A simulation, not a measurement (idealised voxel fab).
The process module that follows is named voxel capacitor over wiring.
Shown is cross-section cut, with a width of 240 nm and square cells of size 5 nm.
In what follows, cross-sections appear as grids of square cells, described through bands that run from the top down, where every band is one or more rows of cells. Look at the band entry: it leads with the top's height and the bottom's height in nm. Then it lists the materials left to right, with a width in nm for each. The word "edge to edge" on a single material says that material fills the band edge to edge. The word "air" is empty space. It should be noted that heights are counted from 0, beneath which the wafer as supplied is of one material throughout, and that the lowest band possesses no lower boundary but continues downward, as written in "0 -> down". It should be noted that a width expressed as "30..40" varies in equal increments from row to row of cells within the band, taking the value of the first number at the top row and that of the second number at the bottom row. "nothing changed" for a step: no cell of the cross-section changed in that step. Voids not open to the top, 8 cells minimum: see "Fully enclosed voids". Written width x height at distance; distance is from the left edge; nm. What comes after the settings on a step's line is commentary from the simulator itself on that step. overlay nm: for a step with a mask, the amount by which the mask lay right of where it was planned; a negative amount means left of it.
# Steps in the process plan
| 1 | RECEIVE (material Si) |
| 2 | CONFORMAL_DEP (material SiO2; thk nm 15) |
| 3 | DIRECTIONAL_DEP (material TiN; thk nm 5) |
| 4 | DIRECTIONAL_DEP (material W; thk nm 15) |
| 5 | MASKED_ETCH (tone cover; mask id METAL_1; width nm 30; pitch nm 90; etch materials W; depth nm 15; overlay nm 0) |
| 6 | MASKED_ETCH (tone cover; mask id METAL_1; width nm 30; pitch nm 90; etch materials TiN; depth nm 5; overlay nm 0) |
| 7 | FILL_DEP (material SiO2; thk nm 10) |
| 8 | CMP (height nm 35) |
| 9 | CONFORMAL_DEP (material SiCN; thk nm 5) |
| 10 | DIRECTIONAL_DEP (material lowk; thk nm 20) |
| 11 | PATTERN (tone open; mask id PLUG_1; material resist; width nm 15; thk nm 20; overlay nm 0) |
| 12 | DIRECTIONAL_ETCH (etch materials lowk; depth nm 20) |
| 13 | DIRECTIONAL_ETCH (etch materials SiCN; depth nm 5) |
| 14 | STRIP (etch materials resist) |
| 15 | EPI (material Ru; thk nm 10) |
| 16 | EPI (material Ru; thk nm 10) |
| 17 | EPI (material Ru; thk nm 5) |
| 18 | DIRECTIONAL_DEP (material TiN; thk nm 5) |
| 19 | DIRECTIONAL_DEP (material SiN; thk nm 5) |
| 20 | DIRECTIONAL_DEP (material TiN; thk nm 10) |
| 21 | PATTERN (tone cover; mask id UPPER_PLATE; material resist; width nm 65; thk nm 15; overlay nm 0) |
| 22 | DIRECTIONAL_ETCH (etch materials TiN; depth nm 10) |
| 23 | DIRECTIONAL_ETCH (etch materials SiN; depth nm 5) |
| 24 | STRIP (etch materials resist) |
| 25 | MASKED_ETCH (tone cover; mask id LOWER_PLATE; width nm 75; etch materials TiN; depth nm 5; overlay nm 0) |
| 26 | FILL_DEP (material SiO2; thk nm 15) |
| 27 | CMP (height nm 90) |
| 28 | DIRECTIONAL_DEP (material aC; thk nm 10) |
| 29 | PATTERN (tone open; mask id PLUG_2; material resist; width nm 15; thk nm 25; overlay nm 0) |
| 30 | DIRECTIONAL_ETCH (etch materials aC; depth nm 10) |
| 31 | STRIP (etch materials resist) |
| 32 | DIRECTIONAL_ETCH (etch materials SiO2; depth nm 10) |
| 33 | STRIP (etch materials aC) |
| 34 | CONFORMAL_DEP (material TiN; thk nm 5) |
| 35 | FILL_DEP (material Ru; thk nm 5) |
| 36 | CMP (height nm 90) |
| 37 | CONFORMAL_DEP (material SiN; thk nm 5) |
# Step 1 complete: cross-section of the wafer as received
* 0 -> down  Si edge to edge
* Fully enclosed voids: none
# As-planned run: cross-section of the first of two wafers at end of module
* 95 -> 90  SiN edge to edge
* 90 -> 85  85 SiO2, 5 TiN, 5 Ru, 5 TiN, 140 SiO2
* 85 -> 80  85 SiO2, 15 TiN, 140 SiO2
* 80 -> 70  75 SiO2, 65 TiN, 100 SiO2
* 70 -> 65  75 SiO2, 65 SiN, 100 SiO2
* 65 -> 60  70 SiO2, 75 TiN, 95 SiO2
* 60 -> 40  75 lowk, 15 Ru, 150 lowk
* 40 -> 35  75 SiCN, 15 Ru, 150 SiCN
* 35 -> 20  60 SiO2, 30 W, 60 SiO2, 30 W, 60 SiO2
* 20 -> 15  60 SiO2, 30 TiN, 60 SiO2, 30 TiN, 60 SiO2
* 15 -> 0  SiO2 edge to edge
* 0 -> down  Si edge to edge
* Fully enclosed voids: none
# Second wafer of the two, sectioned at the end of the module. It began like the first and followed the same plan, but one mistake was made while running it
* 95 -> 90  SiN edge to edge
* 90 -> 85  85 SiO2, 5 TiN, 5 Ru, 5 TiN, 140 SiO2
* 85 -> 75  85..90 SiO2, 15..50 TiN, 140..100 SiO2
* 75 -> 70  75 SiO2, 65 TiN, 100 SiO2
* 70 -> 65  75 SiO2, 15 TiN, 50 SiN, 100 SiO2
* 65 -> 60  70 SiO2, 5 TiN, 15 SiN, 55 TiN, 95 SiO2
* 60 -> 55  75 SiCN, 15 TiN, 150 SiCN
* 55 -> 35  lowk edge to edge
* 35 -> 20  60 SiO2, 30 W, 60 SiO2, 30 W, 60 SiO2
* 20 -> 15  60 SiO2, 30 TiN, 60 SiO2, 30 TiN, 60 SiO2
* 15 -> 0  SiO2 edge to edge
* 0 -> down  Si edge to edge
* Fully enclosed voids: none
The mistake made against the process plan was this: plan vs actual: 9 and 10 interchanged
Wrapping up, a cell-based count of both wafers puts the second over or under the first for these materials: Ru -15 | SiO2 +3 | lowk +12
